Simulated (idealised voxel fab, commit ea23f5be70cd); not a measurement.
The process module presented herein is designated voxel ribs on slabs.
This is section cut - it's 175 nm across, gridded in 5 nm square cells.
If you're reading a cross-section in this doc, picture square cells in a grid; it comes to you as bands, top ones listed first down to the bottom, and a band can be one or more rows of cells.
Look at the band entry: it leads with the top's height and the bottom's height in nm. Then it lists the materials left to right, with a width in nm for each. The word "everywhere" on a single material says that material fills the band edge to edge. The word "empty" is empty space.
Measure heights from 0. That's the level where, below it, the as-received wafer is all one material. The lowest band is bottomless and extends downward; write it as in "top 0, no bottom".
Read "30->40" as a graded width: first number on top, second number at the bottom, same change between each pair of neighbouring rows.
Step note "nothing got changed" = no cross-section cell changed.
"Cavities, sealed" enumerates empty spaces isolated from the top, with no open way to it, that contain at least 8 cells, giving each as width x height at distance from the left edge, all three in nm.
The remark found on a step's line after its settings is issued by the simulator itself and pertains to that step.
When a step includes a mask, the "overlay nm" setting on its line states how far to the right of its planned place that mask lay, and negative values state how far to the left.
LISTED BELOW ARE THE PROCESS STEPS AS PLANNED
1) op RECEIVE | material Si
2) op DIRECTIONAL_DEP | material SiO2 | thk nm 20
3) op DIRECTIONAL_DEP | material SiN | thk nm 15
4) op DIRECTIONAL_DEP | material aC | thk nm 10
5) op PATTERN | tone cover | mask id RIB | material resist | width nm 15 | thk nm 25 | overlay nm 0
6) op DIRECTIONAL_ETCH | etch materials aC | depth nm 10
7) op STRIP | etch materials resist
8) op DIRECTIONAL_ETCH | etch materials SiN | depth nm 5
9) op STRIP | etch materials aC
10) op MASKED_ETCH | tone cover | mask id SLAB | width nm 85 | etch materials SiN | depth nm 10 | overlay nm 0
11) op FILL_DEP | material SiO2 | thk nm 25
12) op CMP | height nm 50
13) op DIRECTIONAL_DEP | material W | thk nm 5
14) op DIRECTIONAL_DEP | material aC | thk nm 10
15) op PATTERN | tone cover | mask id HEATER | material resist | width nm 35 | thk nm 25 | overlay nm 0
16) op DIRECTIONAL_ETCH | etch materials aC | depth nm 10
17) op STRIP | etch materials resist
18) op DIRECTIONAL_ETCH | etch materials W | depth nm 5
19) op STRIP | etch materials aC
20) op CONFORMAL_DEP | material SiO2 | thk nm 5
The wafers are alike at the start. At step 5, their width nm differs. The plan lists the first wafer's value.
CROSS-SECTION OF THE FIRST INCOMING WAFER OF SEVERAL, STATE AFTER STEP 1
  top 0, no bottom = Si everywhere
  Cavities, sealed: none
FIRST OF SEVERAL WAFERS: CROSS-SECTION AT THE END OF THE MODULE, AFTER STEP 20, ITS LAST STEP
  top 60, bottom 55 = 65 nm empty | 45 nm SiO2 | 65 nm empty
  top 55, bottom 50 = 70 nm SiO2 | 35 nm W | 70 nm SiO2
  top 50, bottom 35 = SiO2 everywhere
  top 35, bottom 30 = 80 nm SiO2 | 15 nm SiN | 80 nm SiO2
  top 30, bottom 20 = 45 nm SiO2 | 85 nm SiN | 45 nm SiO2
  top 20, bottom 0 = SiO2 everywhere
  top 0, no bottom = Si everywhere
  Cavities, sealed: none
CROSS-SECTIONAL VIEW, END OF MODULE, LAST WAFER OF SEVERAL
  top 60, bottom 55 = 65 nm empty | 45 nm SiO2 | 65 nm empty
  top 55, bottom 50 = 70 nm SiO2 | 35 nm W | 70 nm SiO2
  top 50, bottom 35 = SiO2 everywhere
  top 35, bottom 30 = 70 nm SiO2 | 40 nm SiN | 65 nm SiO2
  top 30, bottom 20 = 45 nm SiO2 | 85 nm SiN | 45 nm SiO2
  top 20, bottom 0 = SiO2 everywhere
  top 0, no bottom = Si everywhere
  Cavities, sealed: none
EVERY ROW IN THIS TABLE IS A WAFER AT THE END OF THE MODULE, AND IT GIVES, FOR EACH OF THE MATERIALS, THE CELLS THAT WAFER HAS GAINED (+) OR LOST (-) SINCE IT WAS RECEIVED, THEN ITS CLOSED VOIDS
width nm 15, +37 SiN, +350 SiO2, +7 W, Cavities, sealed: none
width nm 20, +38 SiN, +349 SiO2, +7 W, Cavities, sealed: none
width nm 25, +39 SiN, +348 SiO2, +7 W, Cavities, sealed: none
width nm 30, +40 SiN, +347 SiO2, +7 W, Cavities, sealed: none
width nm 35, +41 SiN, +346 SiO2, +7 W, Cavities, sealed: none
width nm 40, +42 SiN, +345 SiO2, +7 W, Cavities, sealed: none
